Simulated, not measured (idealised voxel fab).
Documented hereafter: the process module known as voxel transistor to metal.
Cross-section cut spans 200 nm and uses square cells 5 nm in size.
Cross-section, as written here: a square-cell grid given band by band from the top down, where a band holds one or more rows of cells.
Top, bottom (nm), then materials left to right with widths (nm); lone material tagged "all across" fills the whole band edge to edge; "empty" = empty space.
It should be noted that heights are counted from 0, beneath which the wafer as supplied is of one material throughout, and that the lowest band possesses no lower boundary but continues downward, as written in "0 down".
Width "30..40": first value at the band's top row of cells, second value at its bottom row, equal change from row to row.
Step marked "remains unaltered"? Then no cell in the cross-section changed in it.
Under "Fully sealed voids" you'll find the enclosed gaps, the ones with no way out to the top, that are 8 cells or bigger; each reads width x height at distance, with distance counted from the left edge, everything in nm.
Post-settings text on a step line: simulator's own remark regarding the step.
overlay nm, on a step with a mask: how far to the right of its planned place the mask lay; to the left if negative
THE PROCESS STEPS THAT WERE PLANNED ARE LISTED BELOW
1,RECEIVE, material Si
2,CONFORMAL_DEP, material SiO2, thk nm 5
3,CONFORMAL_DEP, material SiN, thk nm 10
4,PATTERN, tone cover, mask id ACTIVE, material resist, width nm 120, thk nm 15, overlay nm -15
5,DIRECTIONAL_ETCH, etch materials SiN, depth nm 10
6,DIRECTIONAL_ETCH, etch materials SiO2, depth nm 5
7,DIRECTIONAL_ETCH, etch materials Si, depth nm 20
8,STRIP, etch materials resist
9,OXIDIZE, depth nm 5
10,FILL_DEP, material SiO2, thk nm 10
11,CMP, height nm 15
12,SELECTIVE_ETCH, etch materials SiO2, depth nm 10
13,STRIP, etch materials SiN
14,SELECTIVE_ETCH, etch materials SiO2, depth nm 5
15,OXIDIZE, depth nm 5
16,DIRECTIONAL_DEP, material polySi, thk nm 30
17,DIRECTIONAL_DEP, material SiCN, thk nm 15
18,DIRECTIONAL_DEP, material aC, thk nm 15
19,PATTERN, tone cover, mask id GATE, material resist, width nm 20, thk nm 35, overlay nm 0
20,DIRECTIONAL_ETCH, etch materials aC, depth nm 15
21,STRIP, etch materials resist
22,DIRECTIONAL_ETCH, etch materials SiCN, depth nm 25
23,DIRECTIONAL_ETCH, etch materials polySi, depth nm 40
24,STRIP, etch materials aC
25,CONFORMAL_DEP, material SiO2, thk nm 5
26,DIRECTIONAL_ETCH, etch materials SiO2, depth nm 5
27,CONFORMAL_DEP, material SiN, thk nm 5
28,DIRECTIONAL_ETCH, etch materials SiN, depth nm 5
29,DIRECTIONAL_ETCH, etch materials SiO2, depth nm 5
30,DIRECTIONAL_ETCH, etch materials Si, depth nm 5
31,EPI, material nSi, thk nm 5
32,FILL_DEP, material SiO2, thk nm 5
33,CMP, height nm 45
34,DIRECTIONAL_DEP, material SiO2, thk nm 15
35,DIRECTIONAL_DEP, material aC, thk nm 15
36,PATTERN, tone open, mask id CONTACT, material resist, width nm 20, pitch nm 80, thk nm 30, overlay nm 0
37,DIRECTIONAL_ETCH, etch materials aC, depth nm 15
38,STRIP, etch materials resist
39,DIRECTIONAL_ETCH, etch materials SiO2, depth nm 65
40,STRIP, etch materials aC
41,CONFORMAL_DEP, material TiN, thk nm 5
42,FILL_DEP, material W, thk nm 10
43,CMP, height nm 60
44,DIRECTIONAL_DEP, material TiN, thk nm 5
45,DIRECTIONAL_DEP, material Ru, thk nm 20
46,PATTERN, tone cover, mask id METAL_1, material resist, width nm 20, pitch nm 80, thk nm 20, overlay nm 0
47,DIRECTIONAL_ETCH, etch materials Ru, depth nm 20
48,DIRECTIONAL_ETCH, etch materials TiN, depth nm 5
49,STRIP, etch materials resist
50,FILL_DEP, material lowk, thk nm 10
51,CMP, height nm 85
52,CONFORMAL_DEP, material SiCN, thk nm 5
The wafers are alike at the start. At step 4, their overlay nm differs. The plan lists the first wafer's value.
CROSS-SECTION OF THE FIRST INCOMING WAFER OF SEVERAL, STATE AFTER STEP 1
0 down = Si all across
Fully sealed voids: none
PER-WAFER ROWS BELOW. FOR EACH MATERIAL: CELLS GAINED (+) OR LOST (-) SINCE THE WAFER WAS RECEIVED, AS OF END OF MODULE. THEN: CLOSED VOIDS
overlay nm -15 | +32 Ru | -126 Si | +52 SiCN | +18 SiN | +432 SiO2 | +64 TiN | +48 W | +160 lowk | +16 nSi | +24 polySi | Fully sealed voids: none
overlay nm -10 | +32 Ru | -126 Si | +52 SiCN | +18 SiN | +432 SiO2 | +64 TiN | +48 W | +160 lowk | +16 nSi | +24 polySi | Fully sealed voids: none
overlay nm -5 | +32 Ru | -126 Si | +52 SiCN | +18 SiN | +432 SiO2 | +64 TiN | +48 W | +160 lowk | +16 nSi | +24 polySi | Fully sealed voids: none
overlay nm 0 | +32 Ru | -126 Si | +52 SiCN | +18 SiN | +432 SiO2 | +64 TiN | +48 W | +160 lowk | +16 nSi | +24 polySi | Fully sealed voids: none
overlay nm 5 | +32 Ru | -126 Si | +52 SiCN | +18 SiN | +432 SiO2 | +64 TiN | +48 W | +160 lowk | +16 nSi | +24 polySi | Fully sealed voids: none
overlay nm 10 | +32 Ru | -126 Si | +52 SiCN | +18 SiN | +432 SiO2 | +64 TiN | +48 W | +160 lowk | +16 nSi | +24 polySi | Fully sealed voids: none
overlay nm 15 | +32 Ru | -126 Si | +52 SiCN | +18 SiN | +432 SiO2 | +64 TiN | +48 W | +160 lowk | +16 nSi | +24 polySi | Fully sealed voids: none
